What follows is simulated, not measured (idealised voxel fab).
The document below concerns the process module designated voxel fin reveal.
This is section cut - it's 155 nm across, gridded in 5 nm square cells.
For the purposes of this document, a cross-section shall be understood as a grid of square cells, specified as bands listed in top-to-bottom order, each band consisting of one or more rows of cells. Each band's line starts with the height of the band's top and of its bottom, in nm. Then come its materials from left to right, each with its width in nm. One material with "full width" fills the band from edge to edge. "blank" is empty space. Height is counted from the level 0, under which the received wafer is composed throughout of one material. The lowest of the bands is not closed at the bottom but continues downward, in the notation "0 nm and below". Width: "30..40" (first number = top row, second number = bottom row, same change from row to row of cells). "identical to before" -> step changed no cross-section cell. "Sealed voids" means: voids of 8 cells or more that are shut off from the top with no open way through. Written width x height at distance, distance from the left edge, in nm. after a step's settings: what the simulator itself notes on the step. overlay nm: where the mask lay relative to plan, measured to the right, on steps with a mask; negatives go left.

Process steps foreseen in the plan:
1,op RECEIVE | material Si
2,op CONFORMAL_DEP | material SiN | thk nm 5
3,op DIRECTIONAL_DEP | material aC | thk nm 15
4,op PATTERN | tone cover | mask id FINS | material resist | width nm 15 | pitch nm 40 | thk nm 35 | overlay nm 0
5,op DIRECTIONAL_ETCH | etch materials aC | depth nm 15
6,op STRIP | etch materials resist
7,op DIRECTIONAL_ETCH | etch materials SiN | depth nm 5
8,op DIRECTIONAL_ETCH | etch materials Si | depth nm 35
9,op STRIP | etch materials aC
10,op FILL_DEP | material SiO2 | thk nm 10
11,op CMP | height nm 5
12,op SELECTIVE_ETCH | etch materials SiO2 | depth nm 15
13,op STRIP | etch materials SiN
14,op CONFORMAL_DEP | material SiO2 | thk nm 5

Wafer at receipt (post step 1), cross-section:
> 0 nm and below | Si full width
> Sealed voids: none

The first of the two wafers as seen in cross-section once the module was finished; processing followed the plan:
> 5 nm to 0 nm | blank 45 nm; SiO2 25 nm; blank 15 nm; SiO2 25 nm; blank 45 nm
> 0 nm to -5 nm | blank 45 nm; SiO2 5 nm; Si 15 nm; SiO2 5 nm; blank 15 nm; SiO2 5 nm; Si 15 nm; SiO2 5 nm; blank 45 nm
> -5 nm to -35 nm | SiO2 50 nm; Si 15 nm; SiO2 25 nm; Si 15 nm; SiO2 50 nm
> -35 nm and below | Si full width
> Sealed voids: none

Now the second wafer, cross-sectioned at the end of the module. Nothing different at the start, nothing different in the plan compared with the first, just one mistake when it was actually run:
> 5 nm to 0 nm | blank 45 nm; SiO2 25 nm; blank 15 nm; SiO2 25 nm; blank 45 nm
> 0 nm to -20 nm | blank 45 nm; SiO2 5 nm; Si 15 nm; SiO2 5 nm; blank 15 nm; SiO2 5 nm; Si 15 nm; SiO2 5 nm; blank 45 nm
> -20 nm to -35 nm | SiO2 50 nm; Si 15 nm; SiO2 25 nm; Si 15 nm; SiO2 50 nm
> -35 nm and below | Si full width
> Sealed voids: none
Deviation noted in wafer processing: regarding the plan, step 12 was run twice
Counted in cells at the end, the second wafer holds more or fewer of these materials than the first: SiO2 -63
